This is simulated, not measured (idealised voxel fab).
The name of this process module is voxel air gaps.
cross-section cut | 170 nm wide | cells 5 nm
The cross-sections in this document take the form of a grid made of square cells. They are written out as bands, in order from top to bottom. Each band consists of one or more rows of cells. Band entry format. Leading values: height of top, height of bottom, nm. Remainder: materials in left-to-right order, each with its width in nm. Special words: "full width" on a single material, which then fills the band edge to edge; "empty", empty space. Where do heights start? At 0: under that level the wafer as delivered is made of one material only. And the lowest band has no floor; it just carries on downward, as in "0 down". Read "30->40" as a graded width: first number on top, second number at the bottom, same change between each pair of neighbouring rows. "remained the same" for a step: no cell of the cross-section changed in that step. In "Completely enclosed voids" the enclosed voids are listed, meaning empty spaces of 8 cells or larger without any opening to the top. The form is width x height at distance, distance from the left edge, units nm. Text after the settings on a step's line: the simulator's own remark on that step. The "overlay nm" setting may appear on a step's line; for a step that uses a mask, it gives how far to the right of its planned position the mask lay, and a negative value indicates the left. If you're wondering how to read the rest of this, here's the deal. It's pairs of cross-sections: one from before a process step, one from after it. The after one is only drawn as far down as the lowest band that changed. Right under each pair you'll see which step sits between them and what its settings were. Don't read the pairs as one continuous story, though. They can come from different runs of this module on the same starting wafer, and a pair only carries on from the one above it where its entry headed "Incoming structure" says so.

## Incoming structure
* 70 to 60: Ru 30  empty 5  Ru 45  empty 5  Ru 45  empty 5  Ru 35
* 60 to 25: Cu 15  TiN 5  empty 25  TiN 5  Cu 15  TiN 5  empty 25  TiN 5  Cu 15  TiN 5  empty 25  TiN 5  Cu 20
* 25 to 20: TiN 20  empty 25  TiN 25  empty 25  TiN 25  empty 25  TiN 25
* 20 to 15: SiCN full width
* 15 to 0: SiO2 full width
* 0 down: Si full width
* Completely enclosed voids: none

## State After Step
* 75 to 70: SiCN full width
* 70 to 60: Ru 30  SiCN 5  Ru 45  SiCN 5  Ru 45  SiCN 5  Ru 35
* 60 to 55: Cu 15  TiN 5  SiCN 25  TiN 5  Cu 15  TiN 5  SiCN 25  TiN 5  Cu 15  TiN 5  SiCN 25  TiN 5  Cu 20
* 55 to 25: Cu 15  TiN 5  SiCN 5  empty 15  SiCN 5  TiN 5  Cu 15  TiN 5  SiCN 5  empty 15  SiCN 5  TiN 5  Cu 15  TiN 5  SiCN 5  empty 15  SiCN 5  TiN 5  Cu 20
* 25 to 20: TiN 20  SiCN 25  TiN 25  SiCN 25  TiN 25  SiCN 25  TiN 25
* Everything under 20 stays put, no change at all.
* Completely enclosed voids: 15 x 30 at 25; 15 x 30 at 75; 15 x 30 at 125
The transition between the preceding cross-sections is accomplished by CONFORMAL_DEP (material SiCN; thk nm 5)
